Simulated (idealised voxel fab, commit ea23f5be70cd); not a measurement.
Herein follows the process module entitled voxel ribs on slabs.
Pictured: cross-section cut, 155 nm wide, on a grid of 5 nm square cells.
Reading order for cross-sections: top band down to bottom band. Underlying form: a grid of square cells. Band size: one or more rows of cells. Top, bottom (nm), then materials left to right with widths (nm); lone material tagged "everywhere" fills the whole band edge to edge; "blank" = empty space. Height reference: 0 = level under which incoming wafer is all one material. Lowest band: no bottom, runs on downward, e.g. "0 and below". A width such as "30->40" changes by the same amount from each row of cells to the next, from the band's top row to its bottom row. Key: "remained the same" - step with no changed cell in the cross-section. In the "Voids, fully enclosed" entry, you get each enclosed empty space of 8 cells or more, one with no open way to the top, written width x height at distance, distance from the left edge, in nm. What comes after the settings on a step's line is commentary from the simulator itself on that step. overlay nm: mask right of planned place by this much (step with mask). Neg. = left.

**Below is the list of planned process steps**
1. RECEIVE (material Si)
2. DIRECTIONAL_DEP (material SiO2; thk nm 25)
3. DIRECTIONAL_DEP (material SiN; thk nm 20)
4. PATTERN (tone cover; mask id RIB; material resist; width nm 15; thk nm 15; overlay nm 0)
5. DIRECTIONAL_ETCH (etch materials SiN; depth nm 5)
6. STRIP (etch materials resist)
7. PATTERN (tone cover; mask id SLAB; material resist; width nm 65; thk nm 15; overlay nm 0)
8. DIRECTIONAL_ETCH (etch materials SiN; depth nm 15)
9. STRIP (etch materials resist)
10. FILL_DEP (material SiO2; thk nm 25)
11. CMP (height nm 60)
12. DIRECTIONAL_DEP (material TiN; thk nm 10)
13. MASKED_ETCH (tone cover; mask id HEATER; width nm 15; etch materials TiN; depth nm 10; overlay nm 0)
14. CONFORMAL_DEP (material SiO2; thk nm 5)
Keep in mind the plan's value for the width nm of step 13 comes from the first wafer; the wafers don't share that setting, but they do share the same starting point.

**Cross-section: the first of several wafers in its as-received state, i.e. following step 1**
- 0 and below  Si everywhere
- Voids, fully enclosed: none

**After the module's final step, step 14: the first of several wafers in cross-section**
- 75 down to 70  65 blank, 25 SiO2, 65 blank
- 70 down to 65  65 blank, 5 SiO2, 15 TiN, 5 SiO2, 65 blank
- 65 down to 60  70 SiO2, 15 TiN, 70 SiO2
- 60 down to 45  SiO2 everywhere
- 45 down to 40  70 SiO2, 15 SiN, 70 SiO2
- 40 down to 25  45 SiO2, 65 SiN, 45 SiO2
- 25 down to 0  SiO2 everywhere
- 0 and below  Si everywhere
- Voids, fully enclosed: none

**The last wafer as seen in cross-section at the end of the module**
- 75 down to 70  55 blank, 50 SiO2, 50 blank
- 70 down to 65  55 blank, 5 SiO2, 40 TiN, 5 SiO2, 50 blank
- 65 down to 60  60 SiO2, 40 TiN, 55 SiO2
- 60 down to 45  SiO2 everywhere
- 45 down to 40  70 SiO2, 15 SiN, 70 SiO2
- 40 down to 25  45 SiO2, 65 SiN, 45 SiO2
- 25 down to 0  SiO2 everywhere
- 0 and below  Si everywhere
- Voids, fully enclosed: none

**Basically each wafer gets a line in the table, showing it at the end of the module: material by material, the cells it gained (+) or lost (-) since we got it, then its closed voids**
width nm 15, +42 SiN, +365 SiO2, +6 TiN, Voids, fully enclosed: none
width nm 20, +42 SiN, +365 SiO2, +8 TiN, Voids, fully enclosed: none
width nm 25, +42 SiN, +365 SiO2, +10 TiN, Voids, fully enclosed: none
width nm 30, +42 SiN, +365 SiO2, +12 TiN, Voids, fully enclosed: none
width nm 35, +42 SiN, +365 SiO2, +14 TiN, Voids, fully enclosed: none
width nm 40, +42 SiN, +365 SiO2, +16 TiN, Voids, fully enclosed: none
